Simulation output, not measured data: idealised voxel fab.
Herein follows the process module entitled voxel transistor to metal.
We display cut, a cross-section 170 nm in width whose square cells are each 5 nm.
When this document writes out a cross-section, it uses a grid of square cells and lists it as bands, beginning at the top and moving down, with a band standing for one or more rows of cells.
Band: top height; bottom height; in nm. Then, left to right: material with width in nm, for each material. "throughout": a single material spanning edge to edge. "blank": empty space.
We count height from 0. Below that, the starting wafer is all one material. The lowest band never ends at the bottom but goes on down; see "z 0 and below" for how that is written.
The width entry "30 to 40" should be interpreted row by row: the top row of cells in the band takes the first number, the bottom row takes the second number, and the change between adjacent rows is uniform throughout.
The cross-section has no changed cell in any step marked "remains unaltered".
Enclosed voids (no open way to top), threshold 8 cells or more, entry "Closed void list", notation width x height at distance, distance from left edge, nm.
That trailing text on a step's line, after the settings, is the simulator's own remark on the step.
overlay nm: for a step with a mask, the amount by which the mask lay right of where it was planned; a negative amount means left of it.

**Process steps - plan**
1) RECEIVE with material Si
2) OXIDIZE with depth nm 5
3) CONFORMAL_DEP with material SiN, thk nm 10
4) DIRECTIONAL_DEP with material aC, thk nm 10
5) PATTERN with tone cover, mask id ACTIVE, material resist, width nm 105, thk nm 25, overlay nm 0
6) DIRECTIONAL_ETCH with etch materials aC, depth nm 10
7) STRIP with etch materials resist
8) DIRECTIONAL_ETCH with etch materials SiN, depth nm 10
9) DIRECTIONAL_ETCH with etch materials SiO2, depth nm 5
10) DIRECTIONAL_ETCH with etch materials Si, depth nm 30
11) STRIP with etch materials aC
12) FILL_DEP with material SiO2, thk nm 10
13) CMP with height nm 10
14) SELECTIVE_ETCH with etch materials SiO2, depth nm 10
15) STRIP with etch materials SiN
16) SELECTIVE_ETCH with etch materials SiO2, depth nm 5
17) OXIDIZE with depth nm 5
18) DIRECTIONAL_DEP with material polySi, thk nm 30
19) DIRECTIONAL_DEP with material SiCN, thk nm 15
20) DIRECTIONAL_DEP with material aC, thk nm 10
21) PATTERN with tone cover, mask id GATE, material resist, width nm 25, thk nm 25, overlay nm 0
22) DIRECTIONAL_ETCH with etch materials aC, depth nm 10
23) STRIP with etch materials resist
24) DIRECTIONAL_ETCH with etch materials SiCN, depth nm 25
25) DIRECTIONAL_ETCH with etch materials polySi, depth nm 40
26) STRIP with etch materials aC
27) CONFORMAL_DEP with material SiN, thk nm 10
28) DIRECTIONAL_ETCH with etch materials SiN, depth nm 10
29) DIRECTIONAL_ETCH with etch materials SiO2, depth nm 5
30) DIRECTIONAL_ETCH with etch materials Si, depth nm 5
31) EPI with material nSi, thk nm 5
32) FILL_DEP with material SiO2, thk nm 5
33) CMP with height nm 25
34) STRIP with etch materials polySi
35) SELECTIVE_ETCH with etch materials SiO2, depth nm 5
36) CONFORMAL_DEP with material HfO2, thk nm 5
37) CONFORMAL_DEP with material TiN, thk nm 5
38) FILL_DEP with material W, thk nm 5
39) CMP with height nm 20
40) DIRECTIONAL_DEP with material SiO2, thk nm 10
41) MASKED_ETCH with tone open, mask id CONTACT, width nm 20, pitch nm 75, etch materials SiO2, depth nm 40, overlay nm 0
42) CONFORMAL_DEP with material TiN, thk nm 5
43) FILL_DEP with material Ru, thk nm 10
44) CMP with height nm 30
45) CONFORMAL_DEP with material SiCN, thk nm 5
46) DIRECTIONAL_DEP with material SiO2, thk nm 25
47) DIRECTIONAL_DEP with material aC, thk nm 10
48) PATTERN with tone open, mask id METAL_1, material resist, width nm 20, pitch nm 75, thk nm 30, overlay nm -15
49) DIRECTIONAL_ETCH with etch materials aC, depth nm 10
50) STRIP with etch materials resist
51) DIRECTIONAL_ETCH with etch materials SiO2, depth nm 25
52) DIRECTIONAL_ETCH with etch materials SiCN, depth nm 5
53) STRIP with etch materials aC
54) CONFORMAL_DEP with material TiN, thk nm 5
55) FILL_DEP with material Cu, thk nm 5
56) CMP with height nm 60
57) CONFORMAL_DEP with material SiN, thk nm 5
varied across the wafers: overlay nm of step 48. The plan shows the first wafer's value. All wafers start alike

**Cross-section, first of several wafers, as delivered after step 1**
z 0 and below: Si throughout
Closed void list: none

**Here is how to read the rows: every wafer has a row, and it shows the wafer at the end of the module, giving for each material how many cells were gained (+) or lost (-) since the wafer was received, then listing its closed voids**
overlay nm -15 | +20 Cu | +17 HfO2 | +28 Ru | -145 Si | +26 SiCN | +54 SiN | +349 SiO2 | +75 TiN | +4 W | +14 nSi | Closed void list: none
overlay nm -10 | +20 Cu | +17 HfO2 | +28 Ru | -145 Si | +26 SiCN | +54 SiN | +349 SiO2 | +75 TiN | +4 W | +14 nSi | Closed void list: none
overlay nm -5 | +20 Cu | +17 HfO2 | +28 Ru | -145 Si | +26 SiCN | +54 SiN | +349 SiO2 | +75 TiN | +4 W | +14 nSi | Closed void list: none
overlay nm 0 | +20 Cu | +17 HfO2 | +28 Ru | -145 Si | +26 SiCN | +54 SiN | +349 SiO2 | +75 TiN | +4 W | +14 nSi | Closed void list: none
overlay nm 5 | +20 Cu | +17 HfO2 | +28 Ru | -145 Si | +26 SiCN | +54 SiN | +349 SiO2 | +75 TiN | +4 W | +14 nSi | Closed void list: none
overlay nm 10 | +20 Cu | +17 HfO2 | +28 Ru | -145 Si | +26 SiCN | +54 SiN | +349 SiO2 | +75 TiN | +4 W | +14 nSi | Closed void list: none
overlay nm 15 | +20 Cu | +17 HfO2 | +28 Ru | -145 Si | +26 SiCN | +54 SiN | +349 SiO2 | +75 TiN | +4 W | +14 nSi | Closed void list: none
